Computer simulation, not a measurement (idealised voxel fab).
process module | voxel wiring stack
cross-section cut | 255 nm wide | cells 5 nm
A cross-section is a grid of square cells, given in bands from the top down. A band is one or more rows of cells.
Each band's line starts with the height of the band's top and of its bottom, in nm. Then come its materials from left to right, each with its width in nm. One material with "throughout" fills the band from edge to edge. "air" is empty space.
Height 0 is the level under which the wafer as received is all one material. The lowest band goes on downwards, as in "0 down".
A width such as "30 to 40" changes by the same amount from each row of cells to the next, from the band's top row to its bottom row.
"no change" after a step means that no cell of the cross-section changed.
closed voids: empty space of 8 cells or more with no open way to the top, each as width x height at its distance from the left edge, in nm
after a step's settings: what the simulator itself notes on the step
overlay nm, on a step with a mask: how far to the right of its planned place the mask lay; to the left if negative
plan
1 op RECEIVE | material Si
2 op CONFORMAL_DEP | material SiO2 | thk nm 15
3 op CONFORMAL_DEP | material SiN | thk nm 5
4 op DIRECTIONAL_DEP | material lowk | thk nm 15
5 op DIRECTIONAL_DEP | material aC | thk nm 10
6 op PATTERN | tone open | mask id METAL_1 | material resist | width nm 20 | pitch nm 35 | thk nm 25 | overlay nm 0
7 op DIRECTIONAL_ETCH | etch materials aC | depth nm 10
8 op STRIP | etch materials resist
9 op DIRECTIONAL_ETCH | etch materials lowk | depth nm 15
10 op DIRECTIONAL_ETCH | etch materials SiN | depth nm 5
11 op STRIP | etch materials aC
12 op CONFORMAL_DEP | material TiN | thk nm 5
13 op FILL_DEP | material Cu | thk nm 10
14 op CMP | height nm 35
15 op CONFORMAL_DEP | material SiCN | thk nm 5
16 op DIRECTIONAL_DEP | material lowk | thk nm 30
17 op PATTERN | tone open | mask id METAL_2_HOLES | material resist | width nm 15 | pitch nm 70 | thk nm 15 | overlay nm 0
18 op DIRECTIONAL_ETCH | etch materials lowk | depth nm 30
19 op STRIP | etch materials resist
20 op MASKED_ETCH | tone open | mask id METAL_2 | width nm 20 | pitch nm 35 | etch materials lowk | depth nm 20 | overlay nm 0
21 op MASKED_ETCH | tone open | mask id METAL_2 | width nm 20 | pitch nm 35 | etch materials SiCN | depth nm 5 | overlay nm 0
22 op CONFORMAL_DEP | material TiN | thk nm 5
23 op FILL_DEP | material Cu | thk nm 5
24 op CMP | height nm 70
25 op CONFORMAL_DEP | material SiN | thk nm 5
as received, after step 1
  0 down: Si throughout
  closed voids: none
a wafer at the end: this start, this plan, one mistake
  75 to 70: SiN throughout
  70 to 55: lowk 65 | TiN 5 | Cu 5 | TiN 5 | lowk 55 | TiN 5 | Cu 5 | TiN 5 | lowk 105
  55 to 50: lowk 65 | TiN 15 | lowk 55 | TiN 15 | lowk 105
  50 to 40: lowk throughout
  40 to 35: SiCN throughout
  35 to 20: lowk 65 | TiN 5 | Cu 10 | TiN 5 | lowk 15 | TiN 5 | Cu 10 | TiN 5 | lowk 15 | TiN 5 | Cu 10 | TiN 5 | lowk 15 | TiN 5 | Cu 10 | TiN 5 | lowk 65
  20 to 15: SiN 65 | TiN 20 | SiN 15 | TiN 20 | SiN 15 | TiN 20 | SiN 15 | TiN 20 | SiN 65
  15 to 0: SiO2 throughout
  0 down: Si throughout
  closed voids: none
what went wrong: step 16 was run twice
